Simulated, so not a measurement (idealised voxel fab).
Proc. module: voxel spacer lines
FYI the section here is cut, 220 nm wide, cells are 5 nm squares.
In this document a cross-section is written as a grid of square cells. It is given as a series of bands, listed from the top down, and a band is one or more rows of cells. Read a band's entry like this: the first values are the height of its top and the height of its bottom in nm, and what follows is the sequence of materials from left to right, each with its width in nm. Note that "empty" is empty space, and that a single material marked "edge to edge" reaches across the band from edge to edge. Height reference: 0 = level under which incoming wafer is all one material. Lowest band: no bottom, runs on downward, e.g. "z 0 and below". Think of "30 to 40" as a width that walks from the first number to the second as you go down the band, top row to bottom row, taking equal-sized steps from row to row. Where a step carries "no change occurred", the cross-section came out of it unchanged, cell for cell. Enclosed voids (no open way to top), threshold 8 cells or more, entry "Enclosed voids", notation width x height at distance, distance from left edge, nm. Heads up: the bit after the settings on a step's line is the simulator's remark on that step. The optional step-line setting "overlay nm" applies to steps with a mask and quantifies how far to the right of its planned location the mask lay, a negative value indicating leftward placement.

## The following list gives the planned process steps
- 1: op RECEIVE | material Si
- 2: op CONFORMAL_DEP | material Al2O3 | thk nm 10
- 3: op DIRECTIONAL_DEP | material TiN | thk nm 15
- 4: op DIRECTIONAL_DEP | material polySi | thk nm 30
- 5: op PATTERN | tone cover | mask id MANDREL | material resist | width nm 25 | pitch nm 70 | thk nm 35 | overlay nm 0
- 6: op DIRECTIONAL_ETCH | etch materials polySi | depth nm 30
- 7: op STRIP | etch materials resist
- 8: op CONFORMAL_DEP | material SiO2 | thk nm 10
- 9: op DIRECTIONAL_ETCH | etch materials SiO2 | depth nm 10
- 10: op STRIP | etch materials polySi
- 11: op DIRECTIONAL_ETCH | etch materials TiN | depth nm 15
- 12: op STRIP | etch materials SiO2
- 13: op FILL_DEP | material SiO2 | thk nm 5
- 14: op CMP | height nm 25

## Here's what the wafer looked like in cross-section when it arrived - that's after step 1
z 0 and below  Si edge to edge
Enclosed voids: none

## First of two wafers: cross-section at end of module, run per plan
z 25 to 10  SiO2=50, then TiN=10, then SiO2=25, then TiN=10, then SiO2=25, then TiN=10, then SiO2=25, then TiN=10, then SiO2=55
z 10 to 0  Al2O3 edge to edge
z 0 and below  Si edge to edge
Enclosed voids: none

## This is the second of the two wafers, cross-sectioned at the end of the module; it started exactly like the first and was given the same plan, but it was run with one mistake
z 25 to 10  SiO2=55, then TiN=10, then SiO2=20, then TiN=10, then SiO2=30, then TiN=10, then SiO2=20, then TiN=10, then SiO2=55
z 10 to 0  Al2O3 edge to edge
z 0 and below  Si edge to edge
Enclosed voids: none
Deviation noted in wafer processing: off-plan run, step 5, actual operation and settings op PATTERN | tone cover | mask id MANDREL | material resist | width nm 20 | pitch nm 70 | thk nm 35 | overlay nm 0
Cell counts per material: same on both final wafers. Positions: different.
